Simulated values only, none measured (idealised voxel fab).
A process module follows: voxel ribs on slabs.
cross-section cut | 270 nm wide | cells 5 nm
Throughout this document, each cross-section is represented as a grid of square cells and is presented as a sequence of bands enumerated from the top downward, where a band comprises one or more rows of cells.
It is stipulated that each band's entry specify, in nanometres, the height of the top of the band and then that of its bottom, followed by the materials of the band in left-to-right sequence, each together with its width in nanometres. A single material marked by the word "all across" is understood to fill the band from edge to edge; the word "empty" is understood to denote empty space.
Heights are measured from 0, the level below which the as-received wafer is all one material; the lowest band has no bottom and continues downward, written as in "0..down".
Top row gets the first number, bottom row gets the second, and each row in between changes by the same step: that is how a band width like "30->40" works.
Basically "no alterations made" means that step didn't change any cell in the cross-section.
Entry "Closed empty spaces" = empty spaces >= 8 cells with no open way to the top; each as width x height at distance, distance from left edge, all nm.
Where a step's line continues beyond its settings, the continuation is a remark by the simulator itself on that step.
"overlay nm" denotes, for a step that has a mask, the displacement of the mask to the right of its planned place, with negative values corresponding to the left.
[Intended process steps]
step 1: RECEIVE [material Si]
step 2: DIRECTIONAL_DEP [material SiO2] [thk nm 25]
step 3: DIRECTIONAL_DEP [material polySi] [thk nm 15]
step 4: MASKED_ETCH [tone cover] [mask id RIB] [width nm 15] [etch materials polySi] [depth nm 10] [overlay nm 0]
step 5: PATTERN [tone cover] [mask id SLAB] [material resist] [width nm 65] [thk nm 15] [overlay nm 0]
step 6: DIRECTIONAL_ETCH [etch materials polySi] [depth nm 5]
step 7: STRIP [etch materials resist]
step 8: FILL_DEP [material SiO2] [thk nm 25]
step 9: CMP [height nm 65]
step 10: DIRECTIONAL_DEP [material W] [thk nm 10]
step 11: MASKED_ETCH [tone cover] [mask id HEATER] [width nm 25] [etch materials W] [depth nm 10] [overlay nm 0]
step 12: CONFORMAL_DEP [material SiO2] [thk nm 10]
For clarity, it should be stated that the wafers under discussion commence in an identical condition and differ with respect to the thk nm of step 2, the plan indicating the value that the first wafer had.
[Received wafers, first of several: cross-section after step 1]
* 0..down  Si all across
* Closed empty spaces: none
[End of module: cross-section of the first of several wafers after step 12, the last step]
* 85..75  empty 110 nm | SiO2 45 nm | empty 115 nm
* 75..65  SiO2 120 nm | W 25 nm | SiO2 125 nm
* 65..40  SiO2 all across
* 40..30  SiO2 125 nm | polySi 15 nm | SiO2 130 nm
* 30..25  SiO2 100 nm | polySi 65 nm | SiO2 105 nm
* 25..0  SiO2 all across
* 0..down  Si all across
* Closed empty spaces: none
[Cross-section, module end, final of several wafers]
* 85..75  empty 110 nm | SiO2 45 nm | empty 115 nm
* 75..65  SiO2 120 nm | W 25 nm | SiO2 125 nm
* 65..60  SiO2 all across
* 60..50  SiO2 125 nm | polySi 15 nm | SiO2 130 nm
* 50..45  SiO2 100 nm | polySi 65 nm | SiO2 105 nm
* 45..0  SiO2 all across
* 0..down  Si all across
* Closed empty spaces: none
[Per-wafer rows below. For each material: cells gained (+) or lost (-) since the wafer was received, as of end of module. Then: closed voids]
thk nm 25 | +799 SiO2 | +10 W | +19 polySi | Closed empty spaces: none
thk nm 30 | +799 SiO2 | +10 W | +19 polySi | Closed empty spaces: none
thk nm 35 | +799 SiO2 | +10 W | +19 polySi | Closed empty spaces: none
thk nm 40 | +799 SiO2 | +10 W | +19 polySi | Closed empty spaces: none
thk nm 45 | +799 SiO2 | +10 W | +19 polySi | Closed empty spaces: none
